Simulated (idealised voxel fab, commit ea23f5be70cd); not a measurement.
Proc. module: voxel ribs on slabs
Each square cell in cross-section cut measures 5 nm, and the section as a whole is 190 nm wide.
Think of the cross-section as a grid of square cells. We describe it in bands, top to bottom, and each band covers one or more rows of those cells.
Heights first: top, then bottom, in nm. Then materials, left to right, each with a width in nm. "all across" on a single material: fills the band edge to edge. "empty": empty space.
Note: height 0 marks the level under which the wafer is uniformly one material as received. Lowest band unbounded below, written "top 0, no bottom".
When a width is written as two numbers, as in "30 to 40", the first number is the width in the top row of cells of the band and the second is the width in its bottom row, and the width changes by the same amount from each row to the next.
Any step labelled "no change occurred" changed none of the cells in the cross-section.
Heads up: "Listed closed voids" only lists the empty pockets with no open path to the top that are 8 cells or more, and it writes them as width x height at distance, distance from the left edge, in nm.
Text after the settings on a step's line: the simulator's own remark on that step.
"overlay nm" on a masked step: distance the mask lay right of its planned place, negative for left.

The following list gives the planned process steps:
step 1: op RECEIVE | material Si
step 2: op DIRECTIONAL_DEP | material SiO2 | thk nm 20
step 3: op DIRECTIONAL_DEP | material SiN | thk nm 20
step 4: op DIRECTIONAL_DEP | material aC | thk nm 10
step 5: op PATTERN | tone cover | mask id RIB | material resist | width nm 15 | thk nm 25 | overlay nm 0
step 6: op DIRECTIONAL_ETCH | etch materials aC | depth nm 10
step 7: op STRIP | etch materials resist
step 8: op DIRECTIONAL_ETCH | etch materials SiN | depth nm 15
step 9: op STRIP | etch materials aC
step 10: op PATTERN | tone cover | mask id SLAB | material resist | width nm 65 | thk nm 20 | overlay nm 0
step 11: op DIRECTIONAL_ETCH | etch materials SiN | depth nm 5
step 12: op STRIP | etch materials resist
step 13: op FILL_DEP | material SiO2 | thk nm 20
step 14: op CMP | height nm 50
step 15: op DIRECTIONAL_DEP | material W | thk nm 10
step 16: op PATTERN | tone cover | mask id HEATER | material resist | width nm 25 | thk nm 15 | overlay nm 0
step 17: op DIRECTIONAL_ETCH | etch materials W | depth nm 10
step 18: op STRIP | etch materials resist
step 19: op CONFORMAL_DEP | material SiN | thk nm 5

Cross-section of the wafer as it came to us, i.e., already through step 1:
    top 0, no bottom  Si all across
    Listed closed voids: none

End state of the module in cross-section, given the above starting point and plan and one mistake in execution:
    top 65, bottom 60  75 nm empty; 35 nm SiN; 80 nm empty
    top 60, bottom 55  75 nm empty; 5 nm SiN; 25 nm W; 5 nm SiN; 80 nm empty
    top 55, bottom 50  80 nm SiN; 25 nm W; 85 nm SiN
    top 50, bottom 40  SiO2 all across
    top 40, bottom 35  60 nm SiO2; 25 nm SiN; 15 nm SiO2; 25 nm SiN; 65 nm SiO2
    top 35, bottom 25  85 nm SiN; 15 nm SiO2; 90 nm SiN
    top 25, bottom 20  SiN all across
    top 20, bottom 0  SiO2 all across
    top 0, no bottom  Si all across
    Listed closed voids: none
What broke from the plan during processing? step 5 ran as: op PATTERN | tone open | mask id RIB | material resist | width nm 15 | thk nm 25 | overlay nm 0
